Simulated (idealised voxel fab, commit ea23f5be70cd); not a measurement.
Module name: voxel air gaps (process module)
In the cross-section labelled cut, the width is 185 nm and each square cell is 5 nm.
A cross-section is written here as square cells arranged in a grid, and it is given in bands from the top down, each band taking up one or more rows of cells. Per band: top height and bottom height in nm, followed by the left-to-right materials and their widths in nm; "edge to edge" marks a single material spanning edge to edge, "blank" marks empty space. Heights from 0 (as-received wafer is one material below). Bottom band endless downward, as "0 -> down". Quick explanation for "30->40": the width changes in equal steps down the rows of cells, from the first number in the band's top row to the second number in its bottom row. Step marked "no alteration"? Then no cell in the cross-section changed in it. Any empty space of 8 cells or more lacking an open way to the top shows up in "Sealed-off cavities" as width x height at distance, distance from the left edge, in nm. Where a step's line continues beyond its settings, the continuation is a remark by the simulator itself on that step. overlay nm: how far to the right of its planned place the mask lay on this masked step (negative: to the left).

-- The steps planned for the process are as follows
1. RECEIVE (material Si)
2. CONFORMAL_DEP (material SiO2; thk nm 10)
3. CONFORMAL_DEP (material SiCN; thk nm 5)
4. DIRECTIONAL_DEP (material SiO2; thk nm 30)
5. PATTERN (tone open; mask id LINES; material resist; width nm 20; pitch nm 50; thk nm 20; overlay nm 0)
6. DIRECTIONAL_ETCH (etch materials SiO2; depth nm 30)
7. STRIP (etch materials resist)
8. CONFORMAL_DEP (material TiN; thk nm 5)
9. FILL_DEP (material Cu; thk nm 5)
10. CMP (height nm 45)
11. EPI (material Ru; thk nm 10)
12. SELECTIVE_ETCH (etch materials SiO2; depth nm 40)
13. CONFORMAL_DEP (material SiCN; thk nm 5)

-- Incoming wafer, cross-sectional view, post step 1
	0 -> down | Si edge to edge
	Sealed-off cavities: none

-- Cross-sectional image of the first of two wafers at the end of the module, the run having proceeded as planned
	60 -> 55 | 15 blank; 150 SiCN; 20 blank
	55 -> 45 | 15 blank; 5 SiCN; 40 Ru; 10 SiCN; 40 Ru; 10 SiCN; 40 Ru; 5 SiCN; 20 blank
	45 -> 40 | 15 blank; 15 SiCN; 5 TiN; 10 Cu; 5 TiN; 30 SiCN; 5 TiN; 10 Cu; 5 TiN; 30 SiCN; 5 TiN; 10 Cu; 5 TiN; 15 SiCN; 20 blank
	40 -> 20 | 25 blank; 5 SiCN; 5 TiN; 10 Cu; 5 TiN; 5 SiCN; 20 blank; 5 SiCN; 5 TiN; 10 Cu; 5 TiN; 5 SiCN; 20 blank; 5 SiCN; 5 TiN; 10 Cu; 5 TiN; 5 SiCN; 30 blank
	20 -> 15 | 30 SiCN; 20 TiN; 30 SiCN; 20 TiN; 30 SiCN; 20 TiN; 35 SiCN
	15 -> 10 | SiCN edge to edge
	10 -> 0 | SiO2 edge to edge
	0 -> down | Si edge to edge
	Sealed-off cavities: 20 x 20 at 55; 20 x 20 at 105

-- Same start, same plan as the first wafer - but one mistake in the run. Cross-section of the second of the two at the end of the module
	50 -> 40 | SiCN edge to edge
	40 -> 0 | SiO2 edge to edge
	0 -> down | Si edge to edge
	Sealed-off cavities: none
Short version of what went wrong: plan vs actual: 3 and 4 interchanged
At the finish, the second wafer shows more or fewer cells for some materials than the first does: -30 Cu | -48 Ru | -72 SiCN | +222 SiO2 | -42 TiN
The second wafer ends with 0 closed voids, and the first wafer ends with 2.
